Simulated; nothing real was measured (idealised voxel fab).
Presented below is a process module, voxel gate over fins.
Cross-sectional view cut (width: 225 nm; square cell size: 5 nm).
This document writes a cross-section as a grid whose cells are square, and gives it as bands, listed from the top down; one or more rows of cells form a band. Heights first: top, then bottom, in nm. Then materials, left to right, each with a width in nm. "all across" on a single material: fills the band edge to edge. "blank": empty space. Zero point of the height axis is 0; under it, received wafer = one material. Lowest band: continues down indefinitely, "0 nm and below". Think of "30->40" as a width that walks from the first number to the second as you go down the band, top row to bottom row, taking equal-sized steps from row to row. "nothing changed" means the step left every cell of the cross-section as it was. "Fully sealed voids" - sealed voids, min. 8 cells, no opening to top; format: width x height at distance (distance from left edge; nm throughout). On each step's line, the part that comes after the settings is the simulator's own comment on the step. If you see "overlay nm" on a step's line and that step has a mask, it's telling you how far right of where it was planned the mask ended up; a negative number means it went left instead.
### plan
step 1: RECEIVE, material Si
step 2: CONFORMAL_DEP, material SiN, thk nm 5
step 3: PATTERN, tone cover, mask id FINS, material resist, width nm 15, pitch nm 45, thk nm 20, overlay nm 0
step 4: DIRECTIONAL_ETCH, etch materials SiN, depth nm 5
step 5: DIRECTIONAL_ETCH, etch materials Si, depth nm 35
step 6: STRIP, etch materials resist
step 7: OXIDIZE, depth nm 5
step 8: FILL_DEP, material SiO2, thk nm 5
step 9: CMP, height nm 5
step 10: SELECTIVE_ETCH, etch materials SiO2, depth nm 15
step 11: STRIP, etch materials SiN
step 12: CONFORMAL_DEP, material HfO2, thk nm 5
step 13: CONFORMAL_DEP, material TiN, thk nm 5
step 14: FILL_DEP, material W, thk nm 15
step 15: CMP, height nm 20
step 16: CONFORMAL_DEP, material SiN, thk nm 10
### The following pertains to the first of two wafers, which was processed as planned
### Wafer at receipt (post step 1), cross-section
  0 nm and below = Si all across
  Fully sealed voids: none
### Wafer xsec, post step 2
  5 nm to 0 nm = SiN all across
  At heights below 0, the structure remains unaltered.
### Wafer xsec, post step 3
  25 nm to 5 nm = blank 60 nm | resist 15 nm | blank 30 nm | resist 15 nm | blank 30 nm | resist 15 nm | blank 60 nm
  At heights below 5, the structure remains unaltered.
### Wafer xsec, post step 4
  25 nm to 5 nm = blank 60 nm | resist 15 nm | blank 30 nm | resist 15 nm | blank 30 nm | resist 15 nm | blank 60 nm
  5 nm to 0 nm = blank 60 nm | SiN 15 nm | blank 30 nm | SiN 15 nm | blank 30 nm | SiN 15 nm | blank 60 nm
  At heights below 0, the structure remains unaltered.
### Wafer xsec, post step 5
  25 nm to 5 nm = blank 60 nm | resist 15 nm | blank 30 nm | resist 15 nm | blank 30 nm | resist 15 nm | blank 60 nm
  5 nm to 0 nm = blank 60 nm | SiN 15 nm | blank 30 nm | SiN 15 nm | blank 30 nm | SiN 15 nm | blank 60 nm
  0 nm to -35 nm = blank 60 nm | Si 15 nm | blank 30 nm | Si 15 nm | blank 30 nm | Si 15 nm | blank 60 nm
  At heights below -35, the structure remains unaltered.
### Wafer xsec, post step 6
  5 nm to 0 nm = blank 60 nm | SiN 15 nm | blank 30 nm | SiN 15 nm | blank 30 nm | SiN 15 nm | blank 60 nm
  At heights below 0, the structure remains unaltered.
### Wafer xsec, post step 7
  5 nm to 0 nm = blank 60 nm | SiN 15 nm | blank 30 nm | SiN 15 nm | blank 30 nm | SiN 15 nm | blank 60 nm
  0 nm to -35 nm = blank 60 nm | SiO2 5 nm | Si 5 nm | SiO2 5 nm | blank 30 nm | SiO2 5 nm | Si 5 nm | SiO2 5 nm | blank 30 nm | SiO2 5 nm | Si 5 nm | SiO2 5 nm | blank 60 nm
  -35 nm to -40 nm = SiO2 65 nm | Si 5 nm | SiO2 40 nm | Si 5 nm | SiO2 40 nm | Si 5 nm | SiO2 65 nm
  At heights below -40, the structure remains unaltered.
### Wafer xsec, post step 8
  10 nm to 5 nm = SiO2 all across
  5 nm to 0 nm = SiO2 60 nm | SiN 15 nm | SiO2 30 nm | SiN 15 nm | SiO2 30 nm | SiN 15 nm | SiO2 60 nm
  0 nm to -40 nm = SiO2 65 nm | Si 5 nm | SiO2 40 nm | Si 5 nm | SiO2 40 nm | Si 5 nm | SiO2 65 nm
  At heights below -40, the structure remains unaltered.
### Wafer xsec, post step 9
  5 nm to 0 nm = SiO2 60 nm | SiN 15 nm | SiO2 30 nm | SiN 15 nm | SiO2 30 nm | SiN 15 nm | SiO2 60 nm
  At heights below 0, the structure remains unaltered.
### Wafer xsec, post step 10
  5 nm to 0 nm = blank 60 nm | SiN 15 nm | blank 30 nm | SiN 15 nm | blank 30 nm | SiN 15 nm | blank 60 nm
  0 nm to -10 nm = blank 65 nm | Si 5 nm | blank 40 nm | Si 5 nm | blank 40 nm | Si 5 nm | blank 65 nm
  At heights below -10, the structure remains unaltered.
### Wafer xsec, post step 11
  0 nm to -10 nm = blank 65 nm | Si 5 nm | blank 40 nm | Si 5 nm | blank 40 nm | Si 5 nm | blank 65 nm
  At heights below -10, the structure remains unaltered.
### Wafer xsec, post step 12
  5 nm to 0 nm = blank 60 nm | HfO2 15 nm | blank 30 nm | HfO2 15 nm | blank 30 nm | HfO2 15 nm | blank 60 nm
  0 nm to -5 nm = blank 60 nm | HfO2 5 nm | Si 5 nm | HfO2 5 nm | blank 30 nm | HfO2 5 nm | Si 5 nm | HfO2 5 nm | blank 30 nm | HfO2 5 nm | Si 5 nm | HfO2 5 nm | blank 60 nm
  -5 nm to -10 nm = HfO2 65 nm | Si 5 nm | HfO2 40 nm | Si 5 nm | HfO2 40 nm | Si 5 nm | HfO2 65 nm
  At heights below -10, the structure remains unaltered.
### Wafer xsec, post step 13
  10 nm to 5 nm = blank 55 nm | TiN 25 nm | blank 20 nm | TiN 25 nm | blank 20 nm | TiN 25 nm | blank 55 nm
  5 nm to 0 nm = blank 55 nm | TiN 5 nm | HfO2 15 nm | TiN 5 nm | blank 20 nm | TiN 5 nm | HfO2 15 nm | TiN 5 nm | blank 20 nm | TiN 5 nm | HfO2 15 nm | TiN 5 nm | blank 55 nm
  0 nm to -5 nm = TiN 60 nm | HfO2 5 nm | Si 5 nm | HfO2 5 nm | TiN 30 nm | HfO2 5 nm | Si 5 nm | HfO2 5 nm | TiN 30 nm | HfO2 5 nm | Si 5 nm | HfO2 5 nm | TiN 60 nm
  At heights below -5, the structure remains unaltered.
### Wafer xsec, post step 14
  25 nm to 10 nm = W all across
  10 nm to 5 nm = W 55 nm | TiN 25 nm | W 20 nm | TiN 25 nm | W 20 nm | TiN 25 nm | W 55 nm
  5 nm to 0 nm = W 55 nm | TiN 5 nm | HfO2 15 nm | TiN 5 nm | W 20 nm | TiN 5 nm | HfO2 15 nm | TiN 5 nm | W 20 nm | TiN 5 nm | HfO2 15 nm | TiN 5 nm | W 55 nm
  At heights below 0, the structure remains unaltered.
### Wafer xsec, post step 15
  20 nm to 10 nm = W all across
  At heights below 10, the structure remains unaltered.
### Wafer xsec, post step 16
  30 nm to 20 nm = SiN all across
  At heights below 20, the structure remains unaltered.
### Now the other wafer: same start, same recipe, but we messed up one thing when running it. Up to and including step 9 it's the same as the first one
### Cross-section, second wafer, at the end time the plan gives for step 10
  5 nm to 0 nm = blank 60 nm | SiN 15 nm | blank 30 nm | SiN 15 nm | blank 30 nm | SiN 15 nm | blank 60 nm
  0 nm to -25 nm = blank 65 nm | Si 5 nm | blank 40 nm | Si 5 nm | blank 40 nm | Si 5 nm | blank 65 nm
  At heights below -25, the structure remains unaltered.
### Cross-section, second wafer, at the end time the plan gives for step 11
  0 nm to -25 nm = blank 65 nm | Si 5 nm | blank 40 nm | Si 5 nm | blank 40 nm | Si 5 nm | blank 65 nm
  At heights below -25, the structure remains unaltered.
### Cross-section, second wafer, at the end time the plan gives for step 12
  5 nm to 0 nm = blank 60 nm | HfO2 15 nm | blank 30 nm | HfO2 15 nm | blank 30 nm | HfO2 15 nm | blank 60 nm
  0 nm to -20 nm = blank 60 nm | HfO2 5 nm | Si 5 nm | HfO2 5 nm | blank 30 nm | HfO2 5 nm | Si 5 nm | HfO2 5 nm | blank 30 nm | HfO2 5 nm | Si 5 nm | HfO2 5 nm | blank 60 nm
  -20 nm to -25 nm = HfO2 65 nm | Si 5 nm | HfO2 40 nm | Si 5 nm | HfO2 40 nm | Si 5 nm | HfO2 65 nm
  At heights below -25, the structure remains unaltered.
### Cross-section, second wafer, at the end time the plan gives for step 13
  10 nm to 5 nm = blank 55 nm | TiN 25 nm | blank 20 nm | TiN 25 nm | blank 20 nm | TiN 25 nm | blank 55 nm
  5 nm to 0 nm = blank 55 nm | TiN 5 nm | HfO2 15 nm | TiN 5 nm | blank 20 nm | TiN 5 nm | HfO2 15 nm | TiN 5 nm | blank 20 nm | TiN 5 nm | HfO2 15 nm | TiN 5 nm | blank 55 nm
  0 nm to -15 nm = blank 55 nm | TiN 5 nm | HfO2 5 nm | Si 5 nm | HfO2 5 nm | TiN 5 nm | blank 20 nm | TiN 5 nm | HfO2 5 nm | Si 5 nm | HfO2 5 nm | TiN 5 nm | blank 20 nm | TiN 5 nm | HfO2 5 nm | Si 5 nm | HfO2 5 nm | TiN 5 nm | blank 55 nm
  -15 nm to -20 nm = TiN 60 nm | HfO2 5 nm | Si 5 nm | HfO2 5 nm | TiN 30 nm | HfO2 5 nm | Si 5 nm | HfO2 5 nm | TiN 30 nm | HfO2 5 nm | Si 5 nm | HfO2 5 nm | TiN 60 nm
  At heights below -20, the structure remains unaltered.
### Cross-section, second wafer, at the end time the plan gives for step 14
  25 nm to 10 nm = W all across
  10 nm to 5 nm = W 55 nm | TiN 25 nm | W 20 nm | TiN 25 nm | W 20 nm | TiN 25 nm | W 55 nm
  5 nm to 0 nm = W 55 nm | TiN 5 nm | HfO2 15 nm | TiN 5 nm | W 20 nm | TiN 5 nm | HfO2 15 nm | TiN 5 nm | W 20 nm | TiN 5 nm | HfO2 15 nm | TiN 5 nm | W 55 nm
  0 nm to -15 nm = W 55 nm | TiN 5 nm | HfO2 5 nm | Si 5 nm | HfO2 5 nm | TiN 5 nm | W 20 nm | TiN 5 nm | HfO2 5 nm | Si 5 nm | HfO2 5 nm | TiN 5 nm | W 20 nm | TiN 5 nm | HfO2 5 nm | Si 5 nm | HfO2 5 nm | TiN 5 nm | W 55 nm
  At heights below -15, the structure remains unaltered.
### Cross-section, second wafer, at the end time the plan gives for step 15
  20 nm to 10 nm = W all across
  At heights below 10, the structure remains unaltered.
### Cross-section, second wafer, at the end time the plan gives for step 16
  30 nm to 20 nm = SiN all across
  At heights below 20, the structure remains unaltered.
In executing the process, a mistake was made relative to the plan: the plan had its step 10 run twice
FYI, end of process, the second wafer has more or fewer cells of some materials than the first: HfO2 +18, SiO2 -126, TiN +18, W +90
